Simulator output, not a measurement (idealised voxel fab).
Documented hereafter: the process module known as voxel wiring stack.
In the cross-section labelled cut, the width is 280 nm and each square cell is 5 nm.
If you're reading a cross-section in this doc, picture square cells in a grid; it comes to you as bands, top ones listed first down to the bottom, and a band can be one or more rows of cells.
Top height, bottom height, nm. Materials left to right, width each, nm. Single material + "full width" = fills band edge to edge. "blank" = empty.
Height reference: 0 = level under which incoming wafer is all one material. Lowest band: no bottom, runs on downward, e.g. "0 nm and below".
The width entry "30 to 40" should be interpreted row by row: the top row of cells in the band takes the first number, the bottom row takes the second number, and the change between adjacent rows is uniform throughout.
Step marked "changes: none"? Then no cell in the cross-section changed in it.
In "Unvented cavities" the enclosed voids are listed, meaning empty spaces of 8 cells or larger without any opening to the top. The form is width x height at distance, distance from the left edge, units nm.
Heads up: the bit after the settings on a step's line is the simulator's remark on that step.
Each step line may optionally specify "overlay nm", which for a step with a mask gives the rightward distance between the mask's planned place and where it lay, a negative value indicating the leftward direction.

The planned process steps are enumerated hereunder:
| 1 | RECEIVE (material Si) |
| 2 | CONFORMAL_DEP (material SiO2; thk nm 5) |
| 3 | CONFORMAL_DEP (material SiN; thk nm 5) |
| 4 | DIRECTIONAL_DEP (material lowk; thk nm 25) |
| 5 | PATTERN (tone open; mask id METAL_1; material resist; width nm 30; pitch nm 60; thk nm 15; overlay nm 0) |
| 6 | DIRECTIONAL_ETCH (etch materials lowk; depth nm 25) |
| 7 | DIRECTIONAL_ETCH (etch materials SiN; depth nm 5) |
| 8 | STRIP (etch materials resist) |
| 9 | CONFORMAL_DEP (material TiN; thk nm 5) |
| 10 | FILL_DEP (material W; thk nm 5) |
| 11 | CMP (height nm 40) |
| 12 | CONFORMAL_DEP (material SiCN; thk nm 5) |
| 13 | DIRECTIONAL_DEP (material lowk; thk nm 20) |
| 14 | DIRECTIONAL_DEP (material aC; thk nm 15) |
| 15 | PATTERN (tone open; mask id PLUG_1; material resist; width nm 15; pitch nm 120; thk nm 30; overlay nm 0) |
| 16 | DIRECTIONAL_ETCH (etch materials aC; depth nm 15) |
| 17 | STRIP (etch materials resist) |
| 18 | DIRECTIONAL_ETCH (etch materials lowk; depth nm 20) |
| 19 | DIRECTIONAL_ETCH (etch materials SiCN; depth nm 5) |
| 20 | STRIP (etch materials aC) |
| 21 | EPI (material Ru; thk nm 10) |
| 22 | EPI (material Ru; thk nm 10) |
| 23 | EPI (material Ru; thk nm 5) |
| 24 | CONFORMAL_DEP (material SiCN; thk nm 5) |
| 25 | DIRECTIONAL_DEP (material lowk; thk nm 25) |
| 26 | MASKED_ETCH (tone open; mask id METAL_2; width nm 30; pitch nm 60; etch materials lowk; depth nm 25; overlay nm 0) |
| 27 | MASKED_ETCH (tone open; mask id METAL_2; width nm 30; pitch nm 60; etch materials SiCN; depth nm 5; overlay nm 0) |
| 28 | CONFORMAL_DEP (material TiN; thk nm 5) |
| 29 | FILL_DEP (material Cu; thk nm 10) |
| 30 | CMP (height nm 95) |
| 31 | CONFORMAL_DEP (material SiCN; thk nm 5) |
| 32 | DIRECTIONAL_DEP (material SiO2; thk nm 35) |
| 33 | DIRECTIONAL_DEP (material aC; thk nm 10) |
| 34 | PATTERN (tone open; mask id METAL_3; material resist; width nm 30; pitch nm 60; thk nm 30; overlay nm 0) |
| 35 | DIRECTIONAL_ETCH (etch materials aC; depth nm 10) |
| 36 | STRIP (etch materials resist) |
| 37 | DIRECTIONAL_ETCH (etch materials SiO2; depth nm 20) |
| 38 | STRIP (etch materials aC) |
| 39 | PATTERN (tone open; mask id METAL_3_HOLES; material resist; width nm 15; pitch nm 120; thk nm 15; overlay nm 0) |
| 40 | DIRECTIONAL_ETCH (etch materials SiO2; depth nm 15) |
| 41 | DIRECTIONAL_ETCH (etch materials SiCN; depth nm 5) |
| 42 | STRIP (etch materials resist) |
| 43 | CONFORMAL_DEP (material TiN; thk nm 5) |
| 44 | FILL_DEP (material Cu; thk nm 10) |
| 45 | CMP (height nm 135) |
| 46 | CONFORMAL_DEP (material SiN; thk nm 5) |
Be aware that, although all wafers share a common starting state, the thk nm at step 2 differs among them, and the plan displays the first wafer's value.

Cross-section: the first of several wafers in its as-received state, i.e. following step 1:
- 0 nm and below | Si full width
- Unvented cavities: none

Cross-section of the first of several wafers, taken after step 46, where the module ends:
- 140 nm to 135 nm | SiN full width
- 135 nm to 120 nm | SiO2=65  TiN=5  Cu=20  TiN=5  SiO2=30  TiN=5  Cu=20  TiN=5  SiO2=30  TiN=5  Cu=20  TiN=5  SiO2=65
- 120 nm to 115 nm | SiO2=65  TiN=5  Cu=5  TiN=20  SiO2=30  TiN=30  SiO2=30  TiN=5  Cu=5  TiN=20  SiO2=65
- 115 nm to 100 nm | SiO2=65  TiN=5  Cu=5  TiN=5  SiO2=105  TiN=5  Cu=5  TiN=5  SiO2=80
- 100 nm to 95 nm | SiCN=65  TiN=15  SiCN=105  TiN=15  SiCN=80
- 95 nm to 70 nm | lowk=65  TiN=5  Cu=20  TiN=5  lowk=30  TiN=5  Cu=20  TiN=5  lowk=30  TiN=5  Cu=20  TiN=5  lowk=65
- 70 nm to 65 nm | SiCN=65  TiN=30  SiCN=30  TiN=30  SiCN=30  TiN=30  SiCN=65
- 65 nm to 45 nm | lowk=65  Ru=15  lowk=105  Ru=15  lowk=80
- 45 nm to 40 nm | SiCN=65  Ru=15  SiCN=105  Ru=15  SiCN=80
- 40 nm to 35 nm | TiN=70  W=20  TiN=40  W=20  TiN=40  W=20  TiN=70
- 35 nm to 10 nm | lowk=65  TiN=5  W=20  TiN=5  lowk=30  TiN=5  W=20  TiN=5  lowk=30  TiN=5  W=20  TiN=5  lowk=65
- 10 nm to 5 nm | SiN=65  TiN=30  SiN=30  TiN=30  SiN=30  TiN=30  SiN=65
- 5 nm to 0 nm | SiO2 full width
- 0 nm and below | Si full width
- Unvented cavities: none

A cross-section through the last wafer at the close of the module:
- 140 nm to 135 nm | SiN full width
- 135 nm to 120 nm | SiO2=65  TiN=5  Cu=20  TiN=5  SiO2=30  TiN=5  Cu=20  TiN=5  SiO2=30  TiN=5  Cu=20  TiN=5  SiO2=65
- 120 nm to 115 nm | SiO2=65  TiN=5  Cu=5  TiN=20  SiO2=30  TiN=30  SiO2=30  TiN=5  Cu=5  TiN=20  SiO2=65
- 115 nm to 100 nm | SiO2=65  TiN=5  Cu=5  TiN=5  SiO2=105  TiN=5  Cu=5  TiN=5  SiO2=80
- 100 nm to 95 nm | SiCN=65  TiN=15  SiCN=105  TiN=15  SiCN=80
- 95 nm to 70 nm | lowk=65  TiN=5  Cu=20  TiN=5  lowk=30  TiN=5  Cu=20  TiN=5  lowk=30  TiN=5  Cu=20  TiN=5  lowk=65
- 70 nm to 65 nm | SiCN=65  TiN=30  SiCN=30  TiN=30  SiCN=30  TiN=30  SiCN=65
- 65 nm to 45 nm | lowk=65  Ru=15  lowk=105  Ru=15  lowk=80
- 45 nm to 40 nm | SiCN=65  Ru=15  SiCN=105  Ru=15  SiCN=80
- 40 nm to 30 nm | lowk=65  TiN=5  W=20  TiN=5  lowk=30  TiN=5  W=20  TiN=5  lowk=30  TiN=5  W=20  TiN=5  lowk=65
- 30 nm to 25 nm | SiN=65  TiN=30  SiN=30  TiN=30  SiN=30  TiN=30  SiN=65
- 25 nm to 0 nm | SiO2 full width
- 0 nm and below | Si full width
- Unvented cavities: none

Below is a per-wafer table. In it, each row describes the wafer at the end of the module by giving, for each material, the number of cells gained (+) or lost (-) since the wafer was received, and after that the closed voids of the wafer:
thk nm 5; +104 Cu; +30 Ru; +138 SiCN; +94 SiN; +358 SiO2; +192 TiN; +72 W; +580 lowk; Unvented cavities: none
thk nm 10; +104 Cu; +30 Ru; +138 SiCN; +94 SiN; +414 SiO2; +148 TiN; +60 W; +580 lowk; Unvented cavities: none
thk nm 15; +104 Cu; +30 Ru; +138 SiCN; +94 SiN; +470 SiO2; +142 TiN; +48 W; +542 lowk; Unvented cavities: none
thk nm 20; +104 Cu; +30 Ru; +138 SiCN; +94 SiN; +526 SiO2; +136 TiN; +36 W; +504 lowk; Unvented cavities: none
thk nm 25; +104 Cu; +30 Ru; +138 SiCN; +94 SiN; +582 SiO2; +130 TiN; +24 W; +466 lowk; Unvented cavities: none
